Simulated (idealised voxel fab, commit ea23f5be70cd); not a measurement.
The following is a process module called voxel spacer lines.
In the cross-section labelled cut, the width is 275 nm and each square cell is 5 nm.
If you're reading a cross-section in this doc, picture square cells in a grid; it comes to you as bands, top ones listed first down to the bottom, and a band can be one or more rows of cells. Within each band entry, the heights of the top and of the bottom of the band appear first, in that order and in nm; the materials of the band then follow from left to right, each with its corresponding width in nm. The designation "throughout" on a single material indicates that it fills the band from edge to edge; the designation "air" indicates empty space. Height datum 0, below which the as-received substrate wafer is one material. Lowest band open at the bottom, running downward: "0..down". The width entry "30..40" should be interpreted row by row: the top row of cells in the band takes the first number, the bottom row takes the second number, and the change between adjacent rows is uniform throughout. "no alterations made" -> step changed no cross-section cell. Entry "Internal closed voids" = empty spaces >= 8 cells with no open way to the top; each as width x height at distance, distance from left edge, all nm. Where a step's line continues beyond its settings, the continuation is a remark by the simulator itself on that step. Among the settings permitted on a step's line is "overlay nm"; applied to a step with a mask, it specifies the extent to which the mask lay to the right of its planned position, whereas a negative figure signifies a position to the left.

# Process steps - plan
1,RECEIVE,material Si
2,CONFORMAL_DEP,material Al2O3,thk nm 5
3,DIRECTIONAL_DEP,material SiN,thk nm 10
4,DIRECTIONAL_DEP,material aC,thk nm 20
5,PATTERN,tone cover,mask id MANDREL,material resist,width nm 15,pitch nm 60,thk nm 30,overlay nm 0
6,DIRECTIONAL_ETCH,etch materials aC,depth nm 20
7,STRIP,etch materials resist
8,CONFORMAL_DEP,material SiO2,thk nm 15
9,DIRECTIONAL_ETCH,etch materials SiO2,depth nm 15
10,STRIP,etch materials aC
11,DIRECTIONAL_ETCH,etch materials SiN,depth nm 10
12,STRIP,etch materials SiO2
13,FILL_DEP,material lowk,thk nm 5
14,CMP,height nm 15

# Cross-section of the wafer at receipt, which is the condition after step 1
- 0..down | Si throughout
- Internal closed voids: none

# First of two wafers, end-of-module section, run followed plan
- 15..5 | 55 lowk; 15 SiN; 15 lowk; 15 SiN; 15 lowk; 15 SiN; 15 lowk; 15 SiN; 15 lowk; 15 SiN; 15 lowk; 15 SiN; 55 lowk
- 5..0 | Al2O3 throughout
- 0..down | Si throughout
- Internal closed voids: none

# Here is the second of the two wafers cut open at the end of the module - same start, same plan as the first one, but we made one mistake running it
- 15..10 | lowk throughout
- 10..5 | 55 lowk; 15 SiN; 15 lowk; 15 SiN; 15 lowk; 15 SiN; 15 lowk; 15 SiN; 15 lowk; 15 SiN; 15 lowk; 15 SiN; 55 lowk
- 5..0 | Al2O3 throughout
- 0..down | Si throughout
- Internal closed voids: none
Short version of what went wrong: rather than as planned, step 3 actually ran as DIRECTIONAL_DEP,material SiN,thk nm 5
Bottom line after processing is that, in cells, the second wafer is up or down on some materials versus the first: -18 SiN; +18 lowk
